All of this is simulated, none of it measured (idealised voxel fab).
The document below concerns the process module designated voxel gate over fins.
Cross-section cut: width 240 nm, square cells of 5 nm.
We lay out every cross-section as a grid of square cells and spell it out in bands from the top down, where one band means one or more rows of cells. Each band's line starts with the height of the band's top and of its bottom, in nm. Then come its materials from left to right, each with its width in nm. One material with "throughout" fills the band from edge to edge. "blank" is empty space. Counting heights begins at 0, where everything beneath is, in the wafer as received, one material. The lowest band has no bottom; it goes on downwards, as "0 -> down" shows. Width: "30 to 40" (first number = top row, second number = bottom row, same change from row to row of cells). "remained the same", as given for a step, is the statement that not any cell of the cross-section underwent a change during that step. Each empty space that has no open way to the top and spans at least 8 cells appears under "Trapped void list" as width x height at distance, the distance counted from the left edge, all in nm. On each step's line, the part that comes after the settings is the simulator's own comment on the step. overlay nm: mask right of planned place by this much (step with mask). Neg. = left.

LISTED BELOW ARE THE PROCESS STEPS AS PLANNED
- 1: op RECEIVE | material Si
- 2: op CONFORMAL_DEP | material SiN | thk nm 10
- 3: op DIRECTIONAL_DEP | material aC | thk nm 15
- 4: op PATTERN | tone cover | mask id FINS | material resist | width nm 15 | pitch nm 35 | thk nm 30 | overlay nm 0
- 5: op DIRECTIONAL_ETCH | etch materials aC | depth nm 15
- 6: op STRIP | etch materials resist
- 7: op DIRECTIONAL_ETCH | etch materials SiN | depth nm 10
- 8: op DIRECTIONAL_ETCH | etch materials Si | depth nm 35
- 9: op STRIP | etch materials aC
- 10: op OXIDIZE | depth nm 5
- 11: op FILL_DEP | material SiO2 | thk nm 5
- 12: op CMP | height nm 10
- 13: op SELECTIVE_ETCH | etch materials SiO2 | depth nm 25
- 14: op STRIP | etch materials SiN
- 15: op CONFORMAL_DEP | material HfO2 | thk nm 5
- 16: op CONFORMAL_DEP | material TiN | thk nm 5
- 17: op FILL_DEP | material W | thk nm 10
- 18: op CMP | height nm 15
- 19: op CONFORMAL_DEP | material SiN | thk nm 5

SO THIS IS THE INCOMING WAFER IN CROSS-SECTION - IT'S ALREADY BEEN THROUGH STEP 1
> 0 -> down | Si throughout
> Trapped void list: none

THE PLAN ABOVE WAS CARRIED OUT ON THE STARTING STRUCTURE ABOVE WITH ONE MISTAKE, AND THIS CROSS-SECTION SHOWS THE WAFER AT THE END OF THE MODULE
> 20 -> 15 | SiN throughout
> 15 -> 10 | HfO2 throughout
> 10 -> 5 | HfO2: 70; TiN: 25; HfO2: 10; TiN: 25; HfO2: 10; TiN: 25; HfO2: 75
> 5 -> 0 | HfO2: 70; TiN: 5; HfO2: 15; TiN: 5; HfO2: 10; TiN: 5; HfO2: 15; TiN: 5; HfO2: 10; TiN: 5; HfO2: 15; TiN: 5; HfO2: 75
> 0 -> -5 | HfO2: 70; TiN: 5; HfO2: 5; Si: 5; HfO2: 5; TiN: 5; HfO2: 10; TiN: 5; HfO2: 5; Si: 5; HfO2: 5; TiN: 5; HfO2: 10; TiN: 5; HfO2: 5; Si: 5; HfO2: 5; TiN: 5; HfO2: 75
> -5 -> -10 | TiN: 75; HfO2: 5; Si: 5; HfO2: 5; TiN: 20; HfO2: 5; Si: 5; HfO2: 5; TiN: 20; HfO2: 5; Si: 5; HfO2: 5; TiN: 80
> -10 -> -15 | HfO2: 80; Si: 5; HfO2: 30; Si: 5; HfO2: 30; Si: 5; HfO2: 85
> -15 -> -40 | SiO2: 80; Si: 5; SiO2: 30; Si: 5; SiO2: 30; Si: 5; SiO2: 85
> -40 -> down | Si throughout
> Trapped void list: none
What broke from the plan during processing? rather than as planned, step 17 actually ran as op FILL_DEP | material HfO2 | thk nm 10
